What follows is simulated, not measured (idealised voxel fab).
The process module presented herein is designated voxel self aligned contacts.
The figure presents cross-section cut, which has a width of 230 nm and is divided into square cells with an edge length of 5 nm.
Notation: cross-section as square-cell grid; stated in bands, top first, going down; one or more cell rows per band. Heights first: top, then bottom, in nm. Then materials, left to right, each with a width in nm. "everywhere" on a single material: fills the band edge to edge. "blank": empty space. Basically, 0 is our baseline, since under it the wafer straight out of the box is all one material. The bottom band has no lower end and keeps on going down, so it looks like "from 0 down". A width such as "30->40" changes by the same amount from each row of cells to the next, from the band's top row to its bottom row. The designation "remained the same", where it is given for a processing step, indicates that no cell of the cross-section was altered in the course of that step. In the "Catalogued sealed voids" entry, you get each enclosed empty space of 8 cells or more, one with no open way to the top, written width x height at distance, distance from the left edge, in nm. Note: text after step settings on the step line = simulator remark on that step. "overlay nm" on a masked step: distance the mask lay right of its planned place, negative for left.

**Intended process steps**
1) RECEIVE with material Si
2) CONFORMAL_DEP with material SiO2, thk nm 5
3) DIRECTIONAL_DEP with material polySi, thk nm 30
4) DIRECTIONAL_DEP with material SiN, thk nm 15
5) DIRECTIONAL_DEP with material aC, thk nm 15
6) PATTERN with tone cover, mask id GATE, material resist, width nm 25, pitch nm 55, thk nm 35, overlay nm 0
7) DIRECTIONAL_ETCH with etch materials aC, depth nm 15
8) STRIP with etch materials resist
9) DIRECTIONAL_ETCH with etch materials SiN, depth nm 15
10) DIRECTIONAL_ETCH with etch materials polySi, depth nm 30
11) STRIP with etch materials aC
12) CONFORMAL_DEP with material SiN, thk nm 5
13) DIRECTIONAL_ETCH with etch materials SiN, depth nm 5
14) FILL_DEP with material SiO2, thk nm 20
15) CMP with height nm 60
16) DIRECTIONAL_DEP with material aC, thk nm 10
17) PATTERN with tone open, mask id CONTACT, material resist, width nm 40, thk nm 30, overlay nm 0
18) DIRECTIONAL_ETCH with etch materials aC, depth nm 10
19) STRIP with etch materials resist
20) DIRECTIONAL_ETCH with etch materials SiO2, depth nm 60
21) STRIP with etch materials aC
22) CONFORMAL_DEP with material TiN, thk nm 5
23) FILL_DEP with material W, thk nm 10
24) CMP with height nm 60
25) CONFORMAL_DEP with material SiN, thk nm 5

**as received, after step 1**
* from 0 down  Si everywhere
* Catalogued sealed voids: none

**Wafer at module end, in section. Began as above, planned as above, run with one mistake**
* from 80 to 75  SiN everywhere
* from 75 to 65  W everywhere
* from 65 to 60  TiN 100, W 30, TiN 100
* from 60 to 50  SiO2 95, TiN 5->15, W 30->10, TiN 5->15, SiO2 95
* from 50 to 35  SiO2 70, SiN 35, TiN 5, W 10, TiN 5, SiN 35, SiO2 70
* from 35 to 5  SiO2 70, SiN 5, polySi 25, SiN 5, TiN 5, W 10, TiN 5, SiN 5, polySi 25, SiN 5, SiO2 70
* from 5 to 0  SiO2 105, TiN 20, SiO2 105
* from 0 down  Si everywhere
* Catalogued sealed voids: none
Where did the run depart from the plan? not run: step 24 of the plan (skipped)
